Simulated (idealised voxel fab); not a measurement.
You're looking at the process module voxel wiring stack.
The width of the displayed cross-section, cut, is 235 nm; its cells are square, with a size of 5 nm.
Notation: cross-section as square-cell grid; stated in bands, top first, going down; one or more cell rows per band. Each band's line starts with the height of the band's top and of its bottom, in nm. Then come its materials from left to right, each with its width in nm. One material with "all across" fills the band from edge to edge. "air" is empty space. A quick word on heights: they are counted from 0, and under that level the wafer as it came to us is one material throughout. The lowest band is different from the rest in having no bottom; it simply continues downward, written as in "top 0, no bottom". The two numbers in a width such as "30->40" mark its ends across the band: the first belongs to the top row of cells, the second to the bottom row, and from each row to the next the width moves by the same amount. The cross-section has no changed cell in any step marked "no change". Any empty space of 8 cells or more lacking an open way to the top shows up in "Internal closed voids" as width x height at distance, distance from the left edge, in nm. Note: text after step settings on the step line = simulator remark on that step. The setting "overlay nm" may be written on the line of a step. When the step uses a mask, the value reports how far to the right of the planned place the mask lay, and a negative value reports that it lay to the left.
List of planned process steps
1 RECEIVE with material Si
2 CONFORMAL_DEP with material SiO2, thk nm 10
3 CONFORMAL_DEP with material SiN, thk nm 5
4 DIRECTIONAL_DEP with material lowk, thk nm 25
5 DIRECTIONAL_DEP with material aC, thk nm 15
6 PATTERN with tone open, mask id METAL_1, material resist, width nm 25, pitch nm 45, thk nm 30, overlay nm 0
7 DIRECTIONAL_ETCH with etch materials aC, depth nm 15
8 STRIP with etch materials resist
9 DIRECTIONAL_ETCH with etch materials lowk, depth nm 25
10 DIRECTIONAL_ETCH with etch materials SiN, depth nm 5
11 STRIP with etch materials aC
12 CONFORMAL_DEP with material TiN, thk nm 5
13 FILL_DEP with material Ru, thk nm 10
14 CMP with height nm 40
15 CONFORMAL_DEP with material SiCN, thk nm 5
16 DIRECTIONAL_DEP with material lowk, thk nm 30
17 PATTERN with tone open, mask id METAL_2_HOLES, material resist, width nm 15, pitch nm 90, thk nm 20, overlay nm 0
18 DIRECTIONAL_ETCH with etch materials lowk, depth nm 30
19 STRIP with etch materials resist
20 PATTERN with tone open, mask id METAL_2, material resist, width nm 25, pitch nm 45, thk nm 15, overlay nm 0
21 DIRECTIONAL_ETCH with etch materials lowk, depth nm 15
22 DIRECTIONAL_ETCH with etch materials SiCN, depth nm 5
23 STRIP with etch materials resist
24 CONFORMAL_DEP with material TiN, thk nm 5
25 FILL_DEP with material Cu, thk nm 10
26 CMP with height nm 75
27 CONFORMAL_DEP with material SiCN, thk nm 5
28 DIRECTIONAL_DEP with material SiO2, thk nm 30
29 MASKED_ETCH with tone open, mask id METAL_3, width nm 25, pitch nm 45, etch materials SiO2, depth nm 15, overlay nm 0
30 PATTERN with tone open, mask id METAL_3_HOLES, material resist, width nm 15, pitch nm 90, thk nm 20, overlay nm 0
31 DIRECTIONAL_ETCH with etch materials SiO2, depth nm 15
32 DIRECTIONAL_ETCH with etch materials SiCN, depth nm 5
33 STRIP with etch materials resist
34 CONFORMAL_DEP with material TiN, thk nm 5
35 FILL_DEP with material Ru, thk nm 5
36 CMP with height nm 110
37 CONFORMAL_DEP with material SiN, thk nm 5
The cross-section here shows the wafer as received, i.e. in its state after step 1
- top 0, no bottom: Si all across
- Internal closed voids: none
Run as planned - first of the two wafers cross-sectioned at the end of the module
- top 115, bottom 110: SiN all across
- top 110, bottom 100: SiO2=60  TiN=5  Ru=15  TiN=5  SiO2=20  TiN=5  Ru=15  TiN=5  SiO2=20  TiN=5  Ru=15  TiN=5  SiO2=60
- top 100, bottom 95: SiO2=60  TiN=5  Ru=5  TiN=15  SiO2=20  TiN=25  SiO2=20  TiN=5  Ru=5  TiN=15  SiO2=60
- top 95, bottom 80: SiO2=60  TiN=5  Ru=5  TiN=5  SiO2=75  TiN=5  Ru=5  TiN=5  SiO2=70
- top 80, bottom 75: SiCN=60  TiN=15  SiCN=75  TiN=15  SiCN=70
- top 75, bottom 65: lowk=60  TiN=5  Cu=15  TiN=5  lowk=20  TiN=5  Cu=15  TiN=5  lowk=20  TiN=5  Cu=15  TiN=5  lowk=60
- top 65, bottom 60: lowk=60  TiN=5  Cu=5  TiN=15  lowk=20  TiN=25  lowk=20  TiN=5  Cu=5  TiN=15  lowk=60
- top 60, bottom 45: lowk=60  TiN=5  Cu=5  TiN=5  lowk=75  TiN=5  Cu=5  TiN=5  lowk=70
- top 45, bottom 40: SiCN=60  TiN=15  SiCN=75  TiN=15  SiCN=70
- top 40, bottom 15: lowk=60  TiN=5  Ru=15  TiN=5  lowk=20  TiN=5  Ru=15  TiN=5  lowk=20  TiN=5  Ru=15  TiN=5  lowk=60
- top 15, bottom 10: SiN=60  TiN=25  SiN=20  TiN=25  SiN=20  TiN=25  SiN=60
- top 10, bottom 0: SiO2 all across
- top 0, no bottom: Si all across
- Internal closed voids: none
This cross-section belongs to the second wafer of two at the end of the module; the start and the plan were shared with the first, and the run included one mistake
- top 115, bottom 110: SiN all across
- top 110, bottom 95: SiO2=60  TiN=5  Ru=5  TiN=5  SiO2=75  TiN=5  Ru=5  TiN=5  SiO2=70
- top 95, bottom 90: SiCN=60  TiN=15  SiCN=75  TiN=15  SiCN=70
- top 90, bottom 80: Cu all across
- top 80, bottom 75: TiN=65  Cu=15  TiN=30  Cu=15  TiN=30  Cu=15  TiN=65
- top 75, bottom 65: lowk=60  TiN=5  Cu=15  TiN=5  lowk=20  TiN=5  Cu=15  TiN=5  lowk=20  TiN=5  Cu=15  TiN=5  lowk=60
- top 65, bottom 60: lowk=60  TiN=5  Cu=5  TiN=15  lowk=20  TiN=25  lowk=20  TiN=5  Cu=5  TiN=15  lowk=60
- top 60, bottom 45: lowk=60  TiN=5  Cu=5  TiN=5  lowk=75  TiN=5  Cu=5  TiN=5  lowk=70
- top 45, bottom 40: SiCN=60  TiN=15  SiCN=75  TiN=15  SiCN=70
- top 40, bottom 15: lowk=60  TiN=5  Ru=15  TiN=5  lowk=20  TiN=5  Ru=15  TiN=5  lowk=20  TiN=5  Ru=15  TiN=5  lowk=60
- top 15, bottom 10: SiN=60  TiN=25  SiN=20  TiN=25  SiN=20  TiN=25  SiN=60
- top 10, bottom 0: SiO2 all across
- top 0, no bottom: Si all across
- Internal closed voids: none
What was the processing mistake? plan step 26 was not performed, having been skipped
Wrapping up, a cell-based count of both wafers puts the second over or under the first for these materials: 103 more of Cu, 20 fewer of Ru, 96 fewer of SiO2, 13 more of TiN
